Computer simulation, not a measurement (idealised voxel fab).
process module | voxel self aligned contacts
In the cross-section labelled cut, the width is 285 nm and each square cell is 5 nm.
Cross-section = grid of square cells, listed top down in bands; band = one or more rows.
Basically the band line says how high the top is and how high the bottom is, in nm, and then what's in it from left to right, every material with its width in nm. Empty space shows up as "empty", and if a single material carries "full width" it runs the full band edge to edge.
Heights are measured from 0, the level below which the as-received wafer is all one material; the lowest band has no bottom and continues downward, written as in "0 down".
Per-row width for "30->40": begins at first number (top row of band), ends at second number (bottom row), increment between rows held constant.
What does "remained the same" mean for a step? It means no cell of the cross-section changed in that step.
Each empty space that has no open way to the top and spans at least 8 cells appears under "Entrapped voids" as width x height at distance, the distance counted from the left edge, all in nm.
If you see something after the settings on a step's line, that's the simulator's own remark about that step.
The line of a step may include "overlay nm". On a step with a mask, this value is how far to the right of its planned place the mask lay. A negative value means the mask lay to the left.
The following list gives the planned process steps:
- 1: RECEIVE with material Si
- 2: OXIDIZE with depth nm 5
- 3: DIRECTIONAL_DEP with material polySi, thk nm 20
- 4: DIRECTIONAL_DEP with material SiN, thk nm 20
- 5: DIRECTIONAL_DEP with material aC, thk nm 10
- 6: PATTERN with tone cover, mask id GATE, material resist, width nm 25, pitch nm 55, thk nm 30, overlay nm 0
- 7: DIRECTIONAL_ETCH with etch materials aC, depth nm 10
- 8: STRIP with etch materials resist
- 9: DIRECTIONAL_ETCH with etch materials SiN, depth nm 20
- 10: DIRECTIONAL_ETCH with etch materials polySi, depth nm 20
- 11: STRIP with etch materials aC
- 12: CONFORMAL_DEP with material SiN, thk nm 5
- 13: DIRECTIONAL_ETCH with etch materials SiN, depth nm 5
- 14: FILL_DEP with material SiO2, thk nm 10
- 15: CMP with height nm 45
- 16: PATTERN with tone open, mask id CONTACT, material resist, width nm 40, pitch nm 55, thk nm 15, overlay nm 0
- 17: DIRECTIONAL_ETCH with etch materials SiO2, depth nm 50
- 18: STRIP with etch materials resist
- 19: CONFORMAL_DEP with material TiN, thk nm 5
- 20: FILL_DEP with material W, thk nm 5
- 21: CMP with height nm 45
- 22: CONFORMAL_DEP with material SiCN, thk nm 5
Cross-section of the incoming wafer, state after step 1:
> 0 down: Si full width
> Entrapped voids: none
Cross-sectional result after module completion. Note: starting condition and plan are unchanged from above; one processing mistake was made:
> 55 to 50: SiCN full width
> 50 to 45: 100 TiN, then 30 W, then 25 TiN, then 30 W, then 100 TiN
> 45 to 40: 95 SiO2, then 15 TiN, then 10 W, then 15 TiN, then 15 SiO2, then 15 TiN, then 10 W, then 15 TiN, then 95 SiO2
> 40 to 20: 70 SiO2, then 35 SiN, then 5 TiN, then 10 W, then 5 TiN, then 35 SiN, then 5 TiN, then 10 W, then 5 TiN, then 35 SiN, then 70 SiO2
> 20 to 0: 70 SiO2, then 5 SiN, then 25 polySi, then 5 SiN, then 5 TiN, then 10 W, then 5 TiN, then 5 SiN, then 25 polySi, then 5 SiN, then 5 TiN, then 10 W, then 5 TiN, then 5 SiN, then 25 polySi, then 5 SiN, then 70 SiO2
> 0 to -5: 105 SiO2, then 20 TiN, then 35 SiO2, then 20 TiN, then 105 SiO2
> -5 down: Si full width
> Entrapped voids: none
Run error: it should be noted that step 21 was executed with settings other than those planned, the operation and settings actually applied being CMP with height nm 50
